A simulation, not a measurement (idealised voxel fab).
process module | voxel transistor to metal
For reference, the cross-section in this document is cut, with width 160 nm and square cells of 5 nm.
For the purposes of this document, a cross-section shall be understood as a grid of square cells, specified as bands listed in top-to-bottom order, each band consisting of one or more rows of cells. Each band's line starts with the height of the band's top and of its bottom, in nm. Then come its materials from left to right, each with its width in nm. One material with "everywhere" fills the band from edge to edge. "air" is empty space. A quick word on heights: they are counted from 0, and under that level the wafer as it came to us is one material throughout. The lowest band is different from the rest in having no bottom; it simply continues downward, written as in "0 down". With a width like "30..40", each row of cells in the band differs from the next by the same amount, the top row carrying the first number and the bottom row the second. "no alteration" -> step changed no cross-section cell. Voids not open to the top, 8 cells minimum: see "Fully enclosed voids". Written width x height at distance; distance is from the left edge; nm. Post-settings text on a step line: simulator's own remark regarding the step. You can add "overlay nm" to a step's line. For a step with a mask, it describes how far the mask lay to the right of its planned position, and a negative number describes a lay to the left.

# So here's the lineup of process steps we planned
| 1 | op RECEIVE | material Si |
| 2 | op OXIDIZE | depth nm 5 |
| 3 | op CONFORMAL_DEP | material SiN | thk nm 15 |
| 4 | op PATTERN | tone cover | mask id ACTIVE | material resist | width nm 120 | thk nm 15 | overlay nm 0 |
| 5 | op DIRECTIONAL_ETCH | etch materials SiN | depth nm 15 |
| 6 | op DIRECTIONAL_ETCH | etch materials SiO2 | depth nm 5 |
| 7 | op DIRECTIONAL_ETCH | etch materials Si | depth nm 35 |
| 8 | op STRIP | etch materials resist |
| 9 | op OXIDIZE | depth nm 5 |
| 10 | op FILL_DEP | material SiO2 | thk nm 5 |
| 11 | op CMP | height nm 15 |
| 12 | op SELECTIVE_ETCH | etch materials SiO2 | depth nm 5 |
| 13 | op STRIP | etch materials SiN |
| 14 | op SELECTIVE_ETCH | etch materials SiO2 | depth nm 5 |
| 15 | op OXIDIZE | depth nm 5 |
| 16 | op DIRECTIONAL_DEP | material polySi | thk nm 20 |
| 17 | op DIRECTIONAL_DEP | material SiCN | thk nm 10 |
| 18 | op MASKED_ETCH | tone cover | mask id GATE | width nm 30 | etch materials SiCN | depth nm 20 | overlay nm 0 |
| 19 | op MASKED_ETCH | tone cover | mask id GATE | width nm 30 | etch materials polySi | depth nm 30 | overlay nm 0 |
| 20 | op CONFORMAL_DEP | material SiO2 | thk nm 5 |
| 21 | op DIRECTIONAL_ETCH | etch materials SiO2 | depth nm 5 |
| 22 | op CONFORMAL_DEP | material SiN | thk nm 5 |
| 23 | op DIRECTIONAL_ETCH | etch materials SiN | depth nm 5 |
| 24 | op DIRECTIONAL_ETCH | etch materials SiO2 | depth nm 5 |
| 25 | op DIRECTIONAL_ETCH | etch materials Si | depth nm 15 |
| 26 | op EPI | material SiGe | thk nm 20 |
| 27 | op FILL_DEP | material SiO2 | thk nm 10 |
| 28 | op CMP | height nm 15 |
| 29 | op STRIP | etch materials polySi |
| 30 | op SELECTIVE_ETCH | etch materials SiO2 | depth nm 5 |
| 31 | op CONFORMAL_DEP | material HfO2 | thk nm 5 |
| 32 | op CONFORMAL_DEP | material TiN | thk nm 5 |
| 33 | op FILL_DEP | material W | thk nm 10 |
| 34 | op CMP | height nm 10 |
| 35 | op DIRECTIONAL_DEP | material SiO2 | thk nm 10 |
| 36 | op PATTERN | tone open | mask id CONTACT | material resist | width nm 20 | pitch nm 90 | thk nm 15 | overlay nm 0 |
| 37 | op DIRECTIONAL_ETCH | etch materials SiO2 | depth nm 25 |
| 38 | op STRIP | etch materials resist |
| 39 | op CONFORMAL_DEP | material TiN | thk nm 5 |
| 40 | op FILL_DEP | material W | thk nm 5 |
| 41 | op CMP | height nm 20 |
| 42 | op DIRECTIONAL_DEP | material TiN | thk nm 5 |
| 43 | op DIRECTIONAL_DEP | material W | thk nm 20 |
| 44 | op PATTERN | tone cover | mask id METAL_1 | material resist | width nm 20 | pitch nm 90 | thk nm 20 | overlay nm 0 |
| 45 | op DIRECTIONAL_ETCH | etch materials W | depth nm 20 |
| 46 | op DIRECTIONAL_ETCH | etch materials TiN | depth nm 5 |
| 47 | op STRIP | etch materials resist |
| 48 | op CONFORMAL_DEP | material SiN | thk nm 5 |
| 49 | op FILL_DEP | material SiO2 | thk nm 10 |
| 50 | op CMP | height nm 45 |
| 51 | op CONFORMAL_DEP | material SiCN | thk nm 5 |
| 52 | op DIRECTIONAL_DEP | material SiO2 | thk nm 35 |
| 53 | op PATTERN | tone open | mask id METAL_2_HOLES | material resist | width nm 15 | pitch nm 90 | thk nm 20 | overlay nm 0 |
| 54 | op DIRECTIONAL_ETCH | etch materials SiO2 | depth nm 35 |
| 55 | op STRIP | etch materials resist |
| 56 | op PATTERN | tone open | mask id METAL_2 | material resist | width nm 20 | pitch nm 90 | thk nm 15 | overlay nm 0 |
| 57 | op DIRECTIONAL_ETCH | etch materials SiO2 | depth nm 20 |
| 58 | op DIRECTIONAL_ETCH | etch materials SiCN | depth nm 5 |
| 59 | op STRIP | etch materials resist |
| 60 | op CONFORMAL_DEP | material TiN | thk nm 5 |
| 61 | op FILL_DEP | material Cu | thk nm 10 |
| 62 | op CMP | height nm 85 |
| 63 | op CONFORMAL_DEP | material SiCN | thk nm 5 |

# Below: the first of two wafers, run as planned

# Wafer cross-section on receipt, i.e. after step 1
0 down: Si everywhere
Fully enclosed voids: none

# Once step 2 is through, the wafer looks like this in cross-section
0 to -5: SiO2 everywhere
Under -5: no change, same as before.

# Once step 3 is through, the wafer looks like this in cross-section
15 to 0: SiN everywhere
Under 0: no change, same as before.

# Once step 4 is through, the wafer looks like this in cross-section
30 to 15: 20 of air  120 of resist  20 of air
Under 15: no change, same as before.

# Once step 5 is through, the wafer looks like this in cross-section
30 to 15: 20 of air  120 of resist  20 of air
15 to 0: 20 of air  120 of SiN  20 of air
Under 0: no change, same as before.

# Once step 6 is through, the wafer looks like this in cross-section
30 to 15: 20 of air  120 of resist  20 of air
15 to 0: 20 of air  120 of SiN  20 of air
0 to -5: 20 of air  120 of SiO2  20 of air
Under -5: no change, same as before.

# Once step 7 is through, the wafer looks like this in cross-section
30 to 15: 20 of air  120 of resist  20 of air
15 to 0: 20 of air  120 of SiN  20 of air
0 to -5: 20 of air  120 of SiO2  20 of air
-5 to -40: 20 of air  120 of Si  20 of air
Under -40: no change, same as before.

# Once step 8 is through, the wafer looks like this in cross-section
15 to 0: 20 of air  120 of SiN  20 of air
Under 0: no change, same as before.

# Once step 9 is through, the wafer looks like this in cross-section
15 to 0: 20 of air  120 of SiN  20 of air
0 to -5: 20 of air  120 of SiO2  20 of air
-5 to -40: 20 of air  5 of SiO2  110 of Si  5 of SiO2  20 of air
-40 to -45: 25 of SiO2  110 of Si  25 of SiO2
Under -45: no change, same as before.

# Once step 10 is through, the wafer looks like this in cross-section
20 to 15: SiO2 everywhere
15 to 0: 20 of SiO2  120 of SiN  20 of SiO2
0 to -5: SiO2 everywhere
-5 to -45: 25 of SiO2  110 of Si  25 of SiO2
Under -45: no change, same as before.

# Once step 11 is through, the wafer looks like this in cross-section
15 to 0: 20 of SiO2  120 of SiN  20 of SiO2
Under 0: no change, same as before.

# Once step 12 is through, the wafer looks like this in cross-section
15 to 10: 20 of air  120 of SiN  20 of air
Under 10: no change, same as before.

# Once step 13 is through, the wafer looks like this in cross-section
10 to 0: 20 of SiO2  120 of air  20 of SiO2
Under 0: no change, same as before.

# Once step 14 is through, the wafer looks like this in cross-section
5 to -5: 15 of SiO2  130 of air  15 of SiO2
Under -5: no change, same as before.

# Once step 15 is through, the wafer looks like this in cross-section
5 to -5: 15 of SiO2  130 of air  15 of SiO2
-5 to -10: SiO2 everywhere
Under -10: no change, same as before.

# Once step 16 is through, the wafer looks like this in cross-section
25 to 15: 15 of polySi  130 of air  15 of polySi
15 to 5: polySi everywhere
5 to -5: 15 of SiO2  130 of polySi  15 of SiO2
Under -5: no change, same as before.

# Once step 17 is through, the wafer looks like this in cross-section
35 to 25: 15 of SiCN  130 of air  15 of SiCN
25 to 15: 15 of polySi  130 of SiCN  15 of polySi
Under 15: no change, same as before.

# Once step 18 is through, the wafer looks like this in cross-section
25 to 15: 15 of polySi  50 of air  30 of SiCN  50 of air  15 of polySi
Under 15: no change, same as before.

# Once step 19 is through, the wafer looks like this in cross-section
25 to 15: 65 of air  30 of SiCN  65 of air
15 to 5: 65 of air  30 of polySi  65 of air
5 to -5: 15 of SiO2  50 of air  30 of polySi  50 of air  15 of SiO2
Under -5: no change, same as before.

# Once step 20 is through, the wafer looks like this in cross-section
30 to 25: 60 of air  40 of SiO2  60 of air
25 to 15: 60 of air  5 of SiO2  30 of SiCN  5 of SiO2  60 of air
15 to 10: 60 of air  5 of SiO2  30 of polySi  5 of SiO2  60 of air
10 to 0: 20 of SiO2  40 of air  5 of SiO2  30 of polySi  5 of SiO2  40 of air  20 of SiO2
0 to -5: 65 of SiO2  30 of polySi  65 of SiO2
Under -5: no change, same as before.

# Once step 21 is through, the wafer looks like this in cross-section
25 to 15: 60 of air  5 of SiO2  30 of SiCN  5 of SiO2  60 of air
15 to 5: 60 of air  5 of SiO2  30 of polySi  5 of SiO2  60 of air
5 to -5: 20 of SiO2  40 of air  5 of SiO2  30 of polySi  5 of SiO2  40 of air  20 of SiO2
Under -5: no change, same as before.

# Once step 22 is through, the wafer looks like this in cross-section
30 to 25: 55 of air  50 of SiN  55 of air
25 to 15: 55 of air  5 of SiN  5 of SiO2  30 of SiCN  5 of SiO2  5 of SiN  55 of air
15 to 10: 55 of air  5 of SiN  5 of SiO2  30 of polySi  5 of SiO2  5 of SiN  55 of air
10 to 5: 25 of SiN  30 of air  5 of SiN  5 of SiO2  30 of polySi  5 of SiO2  5 of SiN  30 of air  25 of SiN
5 to 0: 20 of SiO2  5 of SiN  30 of air  5 of SiN  5 of SiO2  30 of polySi  5 of SiO2  5 of SiN  30 of air  5 of SiN  20 of SiO2
0 to -5: 20 of SiO2  40 of SiN  5 of SiO2  30 of polySi  5 of SiO2  40 of SiN  20 of SiO2
Under -5: no change, same as before.

# Once step 23 is through, the wafer looks like this in cross-section
25 to 15: 55 of air  5 of SiN  5 of SiO2  30 of SiCN  5 of SiO2  5 of SiN  55 of air
15 to 5: 55 of air  5 of SiN  5 of SiO2  30 of polySi  5 of SiO2  5 of SiN  55 of air
5 to -5: 20 of SiO2  5 of SiN  30 of air  5 of SiN  5 of SiO2  30 of polySi  5 of SiO2  5 of SiN  30 of air  5 of SiN  20 of SiO2
Under -5: no change, same as before.

# Once step 24 is through, the wafer looks like this in cross-section
25 to 20: 55 of air  5 of SiN  5 of air  30 of SiCN  5 of air  5 of SiN  55 of air
20 to 15: 55 of air  5 of SiN  5 of SiO2  30 of SiCN  5 of SiO2  5 of SiN  55 of air
15 to 5: 55 of air  5 of SiN  5 of SiO2  30 of polySi  5 of SiO2  5 of SiN  55 of air
5 to 0: 20 of air  5 of SiN  30 of air  5 of SiN  5 of SiO2  30 of polySi  5 of SiO2  5 of SiN  30 of air  5 of SiN  20 of air
0 to -5: 20 of SiO2  5 of SiN  30 of air  5 of SiN  5 of SiO2  30 of polySi  5 of SiO2  5 of SiN  30 of air  5 of SiN  20 of SiO2
-5 to -10: 25 of SiO2  30 of air  50 of SiO2  30 of air  25 of SiO2
Under -10: no change, same as before.

# Once step 25 is through, the wafer looks like this in cross-section
25 to 20: 55 of air  5 of SiN  5 of air  30 of SiCN  5 of air  5 of SiN  55 of air
20 to 15: 55 of air  5 of SiN  5 of SiO2  30 of SiCN  5 of SiO2  5 of SiN  55 of air
15 to 5: 55 of air  5 of SiN  5 of SiO2  30 of polySi  5 of SiO2  5 of SiN  55 of air
5 to 0: 20 of air  5 of SiN  30 of air  5 of SiN  5 of SiO2  30 of polySi  5 of SiO2  5 of SiN  30 of air  5 of SiN  20 of air
0 to -5: 20 of SiO2  5 of SiN  30 of air  5 of SiN  5 of SiO2  30 of polySi  5 of SiO2  5 of SiN  30 of air  5 of SiN  20 of SiO2
-5 to -10: 25 of SiO2  30 of air  50 of SiO2  30 of air  25 of SiO2
-10 to -25: 25 of SiO2  30 of air  50 of Si  30 of air  25 of SiO2
Under -25: no change, same as before.

# Once step 26 is through, the wafer looks like this in cross-section
25 to 20: 55 of air  5 of SiN  5 of air  30 of SiCN  5 of air  5 of SiN  55 of air
20 to 15: 55 of air  5 of SiN  5 of SiO2  30 of SiCN  5 of SiO2  5 of SiN  55 of air
15 to 10: 55 of air  5 of SiN  5 of SiO2  30 of polySi  5 of SiO2  5 of SiN  55 of air
10 to 5: 35 of air  20 of SiGe  5 of SiN  5 of SiO2  30 of polySi  5 of SiO2  5 of SiN  20 of SiGe  35 of air
5 to 0: 20 of air  5 of SiN  10 of air  20 of SiGe  5 of SiN  5 of SiO2  30 of polySi  5 of SiO2  5 of SiN  20 of SiGe  10 of air  5 of SiN  20 of air
0 to -5: 20 of SiO2  5 of SiN  10 of air  20 of SiGe  5 of SiN  5 of SiO2  30 of polySi  5 of SiO2  5 of SiN  20 of SiGe  10 of air  5 of SiN  20 of SiO2
-5 to -10: 25 of SiO2  30 of SiGe  50 of SiO2  30 of SiGe  25 of SiO2
-10 to -25: 25 of SiO2  30 of SiGe  50 of Si  30 of SiGe  25 of SiO2
Under -25: no change, same as before.

# Once step 27 is through, the wafer looks like this in cross-section
35 to 25: SiO2 everywhere
25 to 15: 55 of SiO2  5 of SiN  5 of SiO2  30 of SiCN  5 of SiO2  5 of SiN  55 of SiO2
15 to 10: 55 of SiO2  5 of SiN  5 of SiO2  30 of polySi  5 of SiO2  5 of SiN  55 of SiO2
10 to 5: 35 of SiO2  20 of SiGe  5 of SiN  5 of SiO2  30 of polySi  5 of SiO2  5 of SiN  20 of SiGe  35 of SiO2
5 to -5: 20 of SiO2  5 of SiN  10 of SiO2  20 of SiGe  5 of SiN  5 of SiO2  30 of polySi  5 of SiO2  5 of SiN  20 of SiGe  10 of SiO2  5 of SiN  20 of SiO2
Under -5: no change, same as before.

# Once step 28 is through, the wafer looks like this in cross-section
15 to 10: 55 of SiO2  5 of SiN  5 of SiO2  30 of polySi  5 of SiO2  5 of SiN  55 of SiO2
Under 10: no change, same as before.

# Once step 29 is through, the wafer looks like this in cross-section
15 to 10: 55 of SiO2  5 of SiN  5 of SiO2  30 of air  5 of SiO2  5 of SiN  55 of SiO2
10 to 5: 35 of SiO2  20 of SiGe  5 of SiN  5 of SiO2  30 of air  5 of SiO2  5 of SiN  20 of SiGe  35 of SiO2
5 to -5: 20 of SiO2  5 of SiN  10 of SiO2  20 of SiGe  5 of SiN  5 of SiO2  30 of air  5 of SiO2  5 of SiN  20 of SiGe  10 of SiO2  5 of SiN  20 of SiO2
Under -5: no change, same as before.

# Once step 30 is through, the wafer looks like this in cross-section
15 to 10: 55 of air  5 of SiN  40 of air  5 of SiN  55 of air
10 to 5: 35 of SiO2  20 of SiGe  5 of SiN  40 of air  5 of SiN  20 of SiGe  35 of SiO2
5 to -5: 20 of SiO2  5 of SiN  10 of SiO2  20 of SiGe  5 of SiN  40 of air  5 of SiN  20 of SiGe  10 of SiO2  5 of SiN  20 of SiO2
-5 to -10: 25 of SiO2  30 of SiGe  5 of SiO2  40 of air  5 of SiO2  30 of SiGe  25 of SiO2
Under -10: no change, same as before.

# Once step 31 is through, the wafer looks like this in cross-section
20 to 15: 50 of air  15 of HfO2  30 of air  15 of HfO2  50 of air
15 to 10: 55 of HfO2  5 of SiN  5 of HfO2  30 of air  5 of HfO2  5 of SiN  55 of HfO2
10 to 5: 35 of SiO2  20 of SiGe  5 of SiN  5 of HfO2  30 of air  5 of HfO2  5 of SiN  20 of SiGe  35 of SiO2
5 to -5: 20 of SiO2  5 of SiN  10 of SiO2  20 of SiGe  5 of SiN  5 of HfO2  30 of air  5 of HfO2  5 of SiN  20 of SiGe  10 of SiO2  5 of SiN  20 of SiO2
-5 to -10: 25 of SiO2  30 of SiGe  5 of SiO2  40 of HfO2  5 of SiO2  30 of SiGe  25 of SiO2
Under -10: no change, same as before.

# Once step 32 is through, the wafer looks like this in cross-section
25 to 20: 45 of air  25 of TiN  20 of air  25 of TiN  45 of air
20 to 15: 50 of TiN  15 of HfO2  5 of TiN  20 of air  5 of TiN  15 of HfO2  50 of TiN
15 to 10: 55 of HfO2  5 of SiN  5 of HfO2  5 of TiN  20 of air  5 of TiN  5 of HfO2  5 of SiN  55 of HfO2
10 to 5: 35 of SiO2  20 of SiGe  5 of SiN  5 of HfO2  5 of TiN  20 of air  5 of TiN  5 of HfO2  5 of SiN  20 of SiGe  35 of SiO2
5 to 0: 20 of SiO2  5 of SiN  10 of SiO2  20 of SiGe  5 of SiN  5 of HfO2  5 of TiN  20 of air  5 of TiN  5 of HfO2  5 of SiN  20 of SiGe  10 of SiO2  5 of SiN  20 of SiO2
0 to -5: 20 of SiO2  5 of SiN  10 of SiO2  20 of SiGe  5 of SiN  5 of HfO2  30 of TiN  5 of HfO2  5 of SiN  20 of SiGe  10 of SiO2  5 of SiN  20 of SiO2
Under -5: no change, same as before.

# Once step 33 is through, the wafer looks like this in cross-section
35 to 25: W everywhere
25 to 20: 45 of W  25 of TiN  20 of W  25 of TiN  45 of W
20 to 15: 50 of TiN  15 of HfO2  5 of TiN  20 of W  5 of TiN  15 of HfO2  50 of TiN
15 to 10: 55 of HfO2  5 of SiN  5 of HfO2  5 of TiN  20 of W  5 of TiN  5 of HfO2  5 of SiN  55 of HfO2
10 to 5: 35 of SiO2  20 of SiGe  5 of SiN  5 of HfO2  5 of TiN  20 of W  5 of TiN  5 of HfO2  5 of SiN  20 of SiGe  35 of SiO2
5 to 0: 20 of SiO2  5 of SiN  10 of SiO2  20 of SiGe  5 of SiN  5 of HfO2  5 of TiN  20 of W  5 of TiN  5 of HfO2  5 of SiN  20 of SiGe  10 of SiO2  5 of SiN  20 of SiO2
Under 0: no change, same as before.

# Once step 34 is through, the wafer looks like this in cross-section
10 to 5: 35 of SiO2  20 of SiGe  5 of SiN  5 of HfO2  5 of TiN  20 of W  5 of TiN  5 of HfO2  5 of SiN  20 of SiGe  35 of SiO2
Under 5: no change, same as before.

# Once step 35 is through, the wafer looks like this in cross-section
20 to 10: SiO2 everywhere
Under 10: no change, same as before.

# Once step 36 is through, the wafer looks like this in cross-section
35 to 20: 25 of resist  20 of air  70 of resist  20 of air  25 of resist
Under 20: no change, same as before.

# Once step 37 is through, the wafer looks like this in cross-section
35 to 20: 25 of resist  20 of air  70 of resist  20 of air  25 of resist
20 to 10: 25 of SiO2  20 of air  70 of SiO2  20 of air  25 of SiO2
10 to 5: 25 of SiO2  10 of air  20 of SiGe  5 of SiN  5 of HfO2  5 of TiN  20 of W  5 of TiN  5 of HfO2  5 of SiN  20 of SiGe  10 of air  25 of SiO2
5 to 0: 20 of SiO2  5 of SiN  10 of air  20 of SiGe  5 of SiN  5 of HfO2  5 of TiN  20 of W  5 of TiN  5 of HfO2  5 of SiN  20 of SiGe  10 of air  5 of SiN  20 of SiO2
0 to -5: 20 of SiO2  5 of SiN  10 of air  20 of SiGe  5 of SiN  5 of HfO2  30 of TiN  5 of HfO2  5 of SiN  20 of SiGe  10 of air  5 of SiN  20 of SiO2
Under -5: no change, same as before.

# Once step 38 is through, the wafer looks like this in cross-section
20 to 10: 25 of SiO2  20 of air  70 of SiO2  20 of air  25 of SiO2
Under 10: no change, same as before.

# Once step 39 is through, the wafer looks like this in cross-section
25 to 20: 30 of TiN  10 of air  80 of TiN  10 of air  30 of TiN
20 to 15: 25 of SiO2  5 of TiN  10 of air  5 of TiN  70 of SiO2  5 of TiN  10 of air  5 of TiN  25 of SiO2
15 to 10: 25 of SiO2  20 of TiN  70 of SiO2  20 of TiN  25 of SiO2
10 to 5: 25 of SiO2  10 of TiN  20 of SiGe  5 of SiN  5 of HfO2  5 of TiN  20 of W  5 of TiN  5 of HfO2  5 of SiN  20 of SiGe  10 of TiN  25 of SiO2
5 to 0: 20 of SiO2  5 of SiN  10 of TiN  20 of SiGe  5 of SiN  5 of HfO2  5 of TiN  20 of W  5 of TiN  5 of HfO2  5 of SiN  20 of SiGe  10 of TiN  5 of SiN  20 of SiO2
0 to -5: 20 of SiO2  5 of SiN  10 of TiN  20 of SiGe  5 of SiN  5 of HfO2  30 of TiN  5 of HfO2  5 of SiN  20 of SiGe  10 of TiN  5 of SiN  20 of SiO2
Under -5: no change, same as before.

# Once step 40 is through, the wafer looks like this in cross-section
30 to 25: W everywhere
25 to 20: 30 of TiN  10 of W  80 of TiN  10 of W  30 of TiN
20 to 15: 25 of SiO2  5 of TiN  10 of W  5 of TiN  70 of SiO2  5 of TiN  10 of W  5 of TiN  25 of SiO2
Under 15: no change, same as before.

# Once step 41 is through, the wafer looks like this in cross-section
20 to 15: 25 of SiO2  5 of TiN  10 of W  5 of TiN  70 of SiO2  5 of TiN  10 of W  5 of TiN  25 of SiO2
Under 15: no change, same as before.

# Once step 42 is through, the wafer looks like this in cross-section
25 to 20: TiN everywhere
Under 20: no change, same as before.

# Once step 43 is through, the wafer looks like this in cross-section
45 to 25: W everywhere
Under 25: no change, same as before.

# Once step 44 is through, the wafer looks like this in cross-section
65 to 45: 25 of air  20 of resist  70 of air  20 of resist  25 of air
Under 45: no change, same as before.

# Once step 45 is through, the wafer looks like this in cross-section
65 to 45: 25 of air  20 of resist  70 of air  20 of resist  25 of air
45 to 25: 25 of air  20 of W  70 of air  20 of W  25 of air
Under 25: no change, same as before.

# Once step 46 is through, the wafer looks like this in cross-section
65 to 45: 25 of air  20 of resist  70 of air  20 of resist  25 of air
45 to 25: 25 of air  20 of W  70 of air  20 of W  25 of air
25 to 20: 25 of air  20 of TiN  70 of air  20 of TiN  25 of air
Under 20: no change, same as before.

# Once step 47 is through, the wafer looks like this in cross-section
45 to 25: 25 of air  20 of W  70 of air  20 of W  25 of air
Under 25: no change, same as before.

# Once step 48 is through, the wafer looks like this in cross-section
50 to 45: 20 of air  30 of SiN  60 of air  30 of SiN  20 of air
45 to 25: 20 of air  5 of SiN  20 of W  5 of SiN  60 of air  5 of SiN  20 of W  5 of SiN  20 of air
25 to 20: 25 of SiN  20 of TiN  70 of SiN  20 of TiN  25 of SiN
Under 20: no change, same as before.

# Once step 49 is through, the wafer looks like this in cross-section
60 to 50: SiO2 everywhere
50 to 45: 20 of SiO2  30 of SiN  60 of SiO2  30 of SiN  20 of SiO2
45 to 25: 20 of SiO2  5 of SiN  20 of W  5 of SiN  60 of SiO2  5 of SiN  20 of W  5 of SiN  20 of SiO2
Under 25: no change, same as before.

# Once step 50 is through, the wafer looks like this in cross-section
45 to 25: 20 of SiO2  5 of SiN  20 of W  5 of SiN  60 of SiO2  5 of SiN  20 of W  5 of SiN  20 of SiO2
Under 25: no change, same as before.

# Once step 51 is through, the wafer looks like this in cross-section
50 to 45: SiCN everywhere
Under 45: no change, same as before.

# Once step 52 is through, the wafer looks like this in cross-section
85 to 50: SiO2 everywhere
Under 50: no change, same as before.

# Once step 53 is through, the wafer looks like this in cross-section
105 to 85: 25 of resist  15 of air  75 of resist  15 of air  30 of resist
Under 85: no change, same as before.

# Once step 54 is through, the wafer looks like this in cross-section
105 to 85: 25 of resist  15 of air  75 of resist  15 of air  30 of resist
85 to 50: 25 of SiO2  15 of air  75 of SiO2  15 of air  30 of SiO2
Under 50: no change, same as before.

# Once step 55 is through, the wafer looks like this in cross-section
85 to 50: 25 of SiO2  15 of air  75 of SiO2  15 of air  30 of SiO2
Under 50: no change, same as before.

# Once step 56 is through, the wafer looks like this in cross-section
100 to 85: 25 of resist  20 of air  70 of resist  20 of air  25 of resist
Under 85: no change, same as before.

# Once step 57 is through, the wafer looks like this in cross-section
100 to 85: 25 of resist  20 of air  70 of resist  20 of air  25 of resist
85 to 65: 25 of SiO2  20 of air  70 of SiO2  20 of air  25 of SiO2
Under 65: no change, same as before.

# Once step 58 is through, the wafer looks like this in cross-section
100 to 85: 25 of resist  20 of air  70 of resist  20 of air  25 of resist
85 to 65: 25 of SiO2  20 of air  70 of SiO2  20 of air  25 of SiO2
65 to 50: 25 of SiO2  15 of air  75 of SiO2  15 of air  30 of SiO2
50 to 45: 25 of SiCN  15 of air  75 of SiCN  15 of air  30 of SiCN
Under 45: no change, same as before.

# Once step 59 is through, the wafer looks like this in cross-section
85 to 65: 25 of SiO2  20 of air  70 of SiO2  20 of air  25 of SiO2
Under 65: no change, same as before.

# Once step 60 is through, the wafer looks like this in cross-section
90 to 85: 30 of TiN  10 of air  80 of TiN  10 of air  30 of TiN
85 to 70: 25 of SiO2  5 of TiN  10 of air  5 of TiN  70 of SiO2  5 of TiN  10 of air  5 of TiN  25 of SiO2
70 to 65: 25 of SiO2  5 of TiN  5 of air  10 of TiN  70 of SiO2  5 of TiN  5 of air  10 of TiN  25 of SiO2
65 to 50: 25 of SiO2  5 of TiN  5 of air  5 of TiN  75 of SiO2  5 of TiN  5 of air  5 of TiN  30 of SiO2
50 to 45: 25 of SiCN  15 of TiN  75 of SiCN  15 of TiN  30 of SiCN
Under 45: no change, same as before.

# Once step 61 is through, the wafer looks like this in cross-section
100 to 90: Cu everywhere
90 to 85: 30 of TiN  10 of Cu  80 of TiN  10 of Cu  30 of TiN
85 to 70: 25 of SiO2  5 of TiN  10 of Cu  5 of TiN  70 of SiO2  5 of TiN  10 of Cu  5 of TiN  25 of SiO2
70 to 65: 25 of SiO2  5 of TiN  5 of Cu  10 of TiN  70 of SiO2  5 of TiN  5 of Cu  10 of TiN  25 of SiO2
65 to 50: 25 of SiO2  5 of TiN  5 of Cu  5 of TiN  75 of SiO2  5 of TiN  5 of Cu  5 of TiN  30 of SiO2
Under 50: no change, same as before.

# Once step 62 is through, the wafer looks like this in cross-section
85 to 70: 25 of SiO2  5 of TiN  10 of Cu  5 of TiN  70 of SiO2  5 of TiN  10 of Cu  5 of TiN  25 of SiO2
Under 70: no change, same as before.

# Once step 63 is through, the wafer looks like this in cross-section
90 to 85: SiCN everywhere
Under 85: no change, same as before.

# Now the other wafer: same start, same recipe, but we messed up one thing when running it. Up to and including step 49 it's the same as the first one

# Cross-sectional view of the second wafer at the intended end time of process step 50
40 to 25: 20 of SiO2  5 of SiN  20 of W  5 of SiN  60 of SiO2  5 of SiN  20 of W  5 of SiN  20 of SiO2
Under 25: no change, same as before.

# Cross-sectional view of the second wafer at the intended end time of process step 51
45 to 40: SiCN everywhere
Under 40: no change, same as before.

# Cross-sectional view of the second wafer at the intended end time of process step 52
80 to 45: SiO2 everywhere
Under 45: no change, same as before.

# Cross-sectional view of the second wafer at the intended end time of process step 53
100 to 80: 25 of resist  15 of air  75 of resist  15 of air  30 of resist
Under 80: no change, same as before.

# Cross-sectional view of the second wafer at the intended end time of process step 54
100 to 80: 25 of resist  15 of air  75 of resist  15 of air  30 of resist
80 to 45: 25 of SiO2  15 of air  75 of SiO2  15 of air  30 of SiO2
Under 45: no change, same as before.

# Cross-sectional view of the second wafer at the intended end time of process step 55
80 to 45: 25 of SiO2  15 of air  75 of SiO2  15 of air  30 of SiO2
Under 45: no change, same as before.

# Cross-sectional view of the second wafer at the intended end time of process step 56
95 to 80: 25 of resist  20 of air  70 of resist  20 of air  25 of resist
Under 80: no change, same as before.

# Cross-sectional view of the second wafer at the intended end time of process step 57
95 to 80: 25 of resist  20 of air  70 of resist  20 of air  25 of resist
80 to 60: 25 of SiO2  20 of air  70 of SiO2  20 of air  25 of SiO2
Under 60: no change, same as before.

# Cross-sectional view of the second wafer at the intended end time of process step 58
95 to 80: 25 of resist  20 of air  70 of resist  20 of air  25 of resist
80 to 60: 25 of SiO2  20 of air  70 of SiO2  20 of air  25 of SiO2
60 to 45: 25 of SiO2  15 of air  75 of SiO2  15 of air  30 of SiO2
45 to 40: 25 of SiCN  15 of air  75 of SiCN  15 of air  30 of SiCN
Under 40: no change, same as before.

# Cross-sectional view of the second wafer at the intended end time of process step 59
80 to 60: 25 of SiO2  20 of air  70 of SiO2  20 of air  25 of SiO2
Under 60: no change, same as before.

# Cross-sectional view of the second wafer at the intended end time of process step 60
85 to 80: 30 of TiN  10 of air  80 of TiN  10 of air  30 of TiN
80 to 65: 25 of SiO2  5 of TiN  10 of air  5 of TiN  70 of SiO2  5 of TiN  10 of air  5 of TiN  25 of SiO2
65 to 60: 25 of SiO2  5 of TiN  5 of air  10 of TiN  70 of SiO2  5 of TiN  5 of air  10 of TiN  25 of SiO2
60 to 45: 25 of SiO2  5 of TiN  5 of air  5 of TiN  75 of SiO2  5 of TiN  5 of air  5 of TiN  30 of SiO2
45 to 40: 25 of SiCN  15 of TiN  75 of SiCN  15 of TiN  30 of SiCN
Under 40: no change, same as before.

# Cross-sectional view of the second wafer at the intended end time of process step 61
95 to 85: Cu everywhere
85 to 80: 30 of TiN  10 of Cu  80 of TiN  10 of Cu  30 of TiN
80 to 65: 25 of SiO2  5 of TiN  10 of Cu  5 of TiN  70 of SiO2  5 of TiN  10 of Cu  5 of TiN  25 of SiO2
65 to 60: 25 of SiO2  5 of TiN  5 of Cu  10 of TiN  70 of SiO2  5 of TiN  5 of Cu  10 of TiN  25 of SiO2
60 to 45: 25 of SiO2  5 of TiN  5 of Cu  5 of TiN  75 of SiO2  5 of TiN  5 of Cu  5 of TiN  30 of SiO2
Under 45: no change, same as before.

# Cross-sectional view of the second wafer at the intended end time of process step 62
85 to 80: 30 of TiN  10 of Cu  80 of TiN  10 of Cu  30 of TiN
Under 80: no change, same as before.

# Cross-sectional view of the second wafer at the intended end time of process step 63
90 to 85: SiCN everywhere
Under 85: no change, same as before.
Misprocessing identified: step 50 changed vs plan, executed as op CMP | height nm 40
FYI, end of process, the second wafer has more or fewer cells of some materials than the first: Cu: 4 more; SiN: 4 fewer; SiO2: 20 fewer; TiN: 28 more; W: 8 fewer
